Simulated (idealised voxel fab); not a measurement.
Process module name: voxel transistor to metal
Cross-sectional view cut (width: 210 nm; square cell size: 5 nm).
How to read a cross-section here: the picture is a grid of square cells, written as bands going from the top down, and any band can span one or more rows of cells.
What a band's entry tells you: where the top is and where the bottom is, as heights in nm, and after that what lies inside, material by material from left to right, each with its width in nm. Empty space is written as the word "blank", and a single material marked with the word "edge to edge" occupies the band from edge to edge.
Heights from 0 (as-received wafer is one material below). Bottom band endless downward, as "0 -> down".
Width "30 to 40": first value at the band's top row of cells, second value at its bottom row, equal change from row to row.
Given "stayed the same" for a step, no cell of the cross-section differs between before and after that step.
Each empty space that has no open way to the top and spans at least 8 cells appears under "Sealed-off cavities" as width x height at distance, the distance counted from the left edge, all in nm.
Whatever follows a step's settings on its line is a remark the simulator itself makes about that step.
"overlay nm" on a masked step: distance the mask lay right of its planned place, negative for left.

### Planned process steps
1. RECEIVE [material Si]
2. CONFORMAL_DEP [material SiO2] [thk nm 5]
3. CONFORMAL_DEP [material SiN] [thk nm 15]
4. PATTERN [tone cover] [mask id ACTIVE] [material resist] [width nm 115] [thk nm 15] [overlay nm 0]
5. DIRECTIONAL_ETCH [etch materials SiN] [depth nm 15]
6. DIRECTIONAL_ETCH [etch materials SiO2] [depth nm 5]
7. DIRECTIONAL_ETCH [etch materials Si] [depth nm 20]
8. STRIP [etch materials resist]
9. FILL_DEP [material SiO2] [thk nm 10]
10. CMP [height nm 20]
11. SELECTIVE_ETCH [etch materials SiO2] [depth nm 15]
12. STRIP [etch materials SiN]
13. SELECTIVE_ETCH [etch materials SiO2] [depth nm 5]
14. OXIDIZE [depth nm 5]
15. DIRECTIONAL_DEP [material polySi] [thk nm 25]
16. DIRECTIONAL_DEP [material SiCN] [thk nm 10]
17. PATTERN [tone cover] [mask id GATE] [material resist] [width nm 25] [thk nm 20] [overlay nm 0]
18. DIRECTIONAL_ETCH [etch materials SiCN] [depth nm 20]
19. DIRECTIONAL_ETCH [etch materials polySi] [depth nm 35]
20. STRIP [etch materials resist]
21. CONFORMAL_DEP [material SiO2] [thk nm 5]
22. DIRECTIONAL_ETCH [etch materials SiO2] [depth nm 5]
23. CONFORMAL_DEP [material SiN] [thk nm 10]
24. DIRECTIONAL_ETCH [etch materials SiN] [depth nm 10]
25. DIRECTIONAL_ETCH [etch materials SiO2] [depth nm 5]
26. DIRECTIONAL_ETCH [etch materials Si] [depth nm 15]
27. EPI [material pSi] [thk nm 20]
28. FILL_DEP [material SiO2] [thk nm 10]
29. CMP [height nm 35]
30. DIRECTIONAL_DEP [material SiO2] [thk nm 15]
31. DIRECTIONAL_DEP [material aC] [thk nm 15]
32. PATTERN [tone open] [mask id CONTACT] [material resist] [width nm 30] [pitch nm 65] [thk nm 30] [overlay nm 0]
33. DIRECTIONAL_ETCH [etch materials aC] [depth nm 15]
34. STRIP [etch materials resist]
35. DIRECTIONAL_ETCH [etch materials SiO2] [depth nm 35]
36. STRIP [etch materials aC]
37. CONFORMAL_DEP [material TiN] [thk nm 5]
38. FILL_DEP [material W] [thk nm 10]
39. CMP [height nm 50]
40. CONFORMAL_DEP [material SiCN] [thk nm 5]
41. DIRECTIONAL_DEP [material lowk] [thk nm 20]
42. DIRECTIONAL_DEP [material aC] [thk nm 10]
43. PATTERN [tone open] [mask id METAL_1] [material resist] [width nm 15] [pitch nm 80] [thk nm 30] [overlay nm 0]
44. DIRECTIONAL_ETCH [etch materials aC] [depth nm 10]
45. STRIP [etch materials resist]
46. DIRECTIONAL_ETCH [etch materials lowk] [depth nm 20]
47. DIRECTIONAL_ETCH [etch materials SiCN] [depth nm 5]
48. STRIP [etch materials aC]
49. CONFORMAL_DEP [material TiN] [thk nm 5]
50. FILL_DEP [material W] [thk nm 10]
51. CMP [height nm 75]
52. EPI [material Ru] [thk nm 5]
53. FILL_DEP [material SiCN] [thk nm 5]
54. DIRECTIONAL_DEP [material SiO2] [thk nm 30]
55. PATTERN [tone open] [mask id METAL_2] [material resist] [width nm 15] [pitch nm 80] [thk nm 20] [overlay nm 0]
56. DIRECTIONAL_ETCH [etch materials SiO2] [depth nm 20]
57. STRIP [etch materials resist]
58. MASKED_ETCH [tone open] [mask id METAL_2_HOLES] [width nm 15] [pitch nm 80] [etch materials SiO2] [depth nm 10] [overlay nm 0]
59. MASKED_ETCH [tone open] [mask id METAL_2_HOLES] [width nm 15] [pitch nm 80] [etch materials SiCN] [depth nm 5] [overlay nm 0]
60. CONFORMAL_DEP [material TiN] [thk nm 5]
61. FILL_DEP [material Cu] [thk nm 10]
62. CMP [height nm 115]
63. CONFORMAL_DEP [material SiN] [thk nm 5]

### Incoming wafer, cross-sectional view, post step 1
- 0 -> down = Si edge to edge
- Sealed-off cavities: none

### Looking at the first of two wafers in cross-section at end of module - ran to plan
- 120 -> 115 = SiN edge to edge
- 115 -> 85 = SiO2 55 nm; TiN 5 nm; Cu 5 nm; TiN 5 nm; SiO2 65 nm; TiN 5 nm; Cu 5 nm; TiN 5 nm; SiO2 60 nm
- 85 -> 80 = SiCN 55 nm; TiN 15 nm; SiCN 65 nm; TiN 15 nm; SiCN 60 nm
- 80 -> 75 = SiCN 50 nm; Ru 25 nm; SiCN 55 nm; Ru 25 nm; SiCN 55 nm
- 75 -> 55 = lowk 55 nm; TiN 5 nm; W 5 nm; TiN 5 nm; lowk 65 nm; TiN 5 nm; W 5 nm; TiN 5 nm; lowk 60 nm
- 55 -> 50 = SiCN 55 nm; TiN 15 nm; SiCN 65 nm; TiN 15 nm; SiCN 60 nm
- 50 -> 40 = SiO2 55 nm; TiN 5 nm; W 20 nm; TiN 5 nm; SiO2 35 nm; TiN 5 nm; W 20 nm; TiN 5 nm; SiO2 60 nm
- 40 -> 35 = SiO2 55 nm; TiN 5 nm; W 10 nm; TiN 15 nm; SiO2 35 nm; TiN 15 nm; W 10 nm; TiN 5 nm; SiO2 60 nm
- 35 -> 25 = SiO2 55 nm; TiN 5 nm; W 10 nm; TiN 5 nm; SiN 10 nm; SiO2 5 nm; SiCN 25 nm; SiO2 5 nm; SiN 10 nm; TiN 5 nm; W 10 nm; TiN 5 nm; SiO2 60 nm
- 25 -> 20 = SiO2 55 nm; TiN 5 nm; W 10 nm; TiN 5 nm; SiN 10 nm; SiO2 5 nm; polySi 25 nm; SiO2 5 nm; SiN 10 nm; TiN 5 nm; W 10 nm; TiN 5 nm; SiO2 60 nm
- 20 -> 15 = SiO2 55 nm; TiN 20 nm; SiN 10 nm; SiO2 5 nm; polySi 25 nm; SiO2 5 nm; SiN 10 nm; TiN 20 nm; SiO2 60 nm
- 15 -> 0 = SiO2 55 nm; pSi 20 nm; SiN 10 nm; SiO2 5 nm; polySi 25 nm; SiO2 5 nm; SiN 10 nm; pSi 20 nm; SiO2 60 nm
- 0 -> -5 = SiO2 40 nm; pSi 35 nm; SiO2 55 nm; pSi 35 nm; SiO2 45 nm
- -5 -> -20 = SiO2 45 nm; pSi 30 nm; Si 55 nm; pSi 30 nm; SiO2 50 nm
- -20 -> down = Si edge to edge
- Sealed-off cavities: none

### Wafer two cross-section, module end. Start and plan unchanged from wafer one; one mistake made during the run
- 120 -> 115 = SiN edge to edge
- 115 -> 85 = SiO2 55 nm; TiN 5 nm; Cu 5 nm; TiN 5 nm; SiO2 65 nm; TiN 5 nm; Cu 5 nm; TiN 5 nm; SiO2 60 nm
- 85 -> 80 = SiCN 55 nm; TiN 15 nm; SiCN 65 nm; TiN 15 nm; SiCN 60 nm
- 80 -> 75 = SiCN 50 nm; Ru 25 nm; SiCN 55 nm; Ru 25 nm; SiCN 55 nm
- 75 -> 55 = lowk 55 nm; TiN 5 nm; W 5 nm; TiN 5 nm; lowk 65 nm; TiN 5 nm; W 5 nm; TiN 5 nm; lowk 60 nm
- 55 -> 50 = SiCN 55 nm; TiN 15 nm; SiCN 65 nm; TiN 15 nm; SiCN 60 nm
- 50 -> 40 = SiO2 55 nm; TiN 5 nm; W 20 nm; TiN 5 nm; SiO2 35 nm; TiN 5 nm; W 20 nm; TiN 5 nm; SiO2 60 nm
- 40 -> 35 = SiO2 55 nm; TiN 5 nm; W 10 nm; TiN 15 nm; SiO2 35 nm; TiN 15 nm; W 10 nm; TiN 5 nm; SiO2 60 nm
- 35 -> 30 = SiO2 55 nm; TiN 20 nm; SiN 10 nm; SiO2 5 nm; SiCN 25 nm; SiO2 5 nm; SiN 10 nm; TiN 20 nm; SiO2 60 nm
- 30 -> 25 = SiO2 75 nm; SiN 10 nm; SiO2 5 nm; SiCN 25 nm; SiO2 5 nm; SiN 10 nm; SiO2 80 nm
- 25 -> 15 = SiO2 75 nm; SiN 10 nm; SiO2 5 nm; polySi 25 nm; SiO2 5 nm; SiN 10 nm; SiO2 80 nm
- 15 -> 0 = SiO2 55 nm; pSi 20 nm; SiN 10 nm; SiO2 5 nm; polySi 25 nm; SiO2 5 nm; SiN 10 nm; pSi 20 nm; SiO2 60 nm
- 0 -> -5 = SiO2 40 nm; pSi 35 nm; SiO2 55 nm; pSi 35 nm; SiO2 45 nm
- -5 -> -20 = SiO2 45 nm; pSi 30 nm; Si 55 nm; pSi 30 nm; SiO2 50 nm
- -20 -> down = Si edge to edge
- Sealed-off cavities: none
It is concluded that the wafer was processed incorrectly with respect to the plan, in that the plan had its step 30 run twice
Upon completion, the second wafer contains, in terms of cells, a greater or smaller amount of certain materials than the first wafer: 24 more of SiO2; 12 fewer of TiN; 12 fewer of W
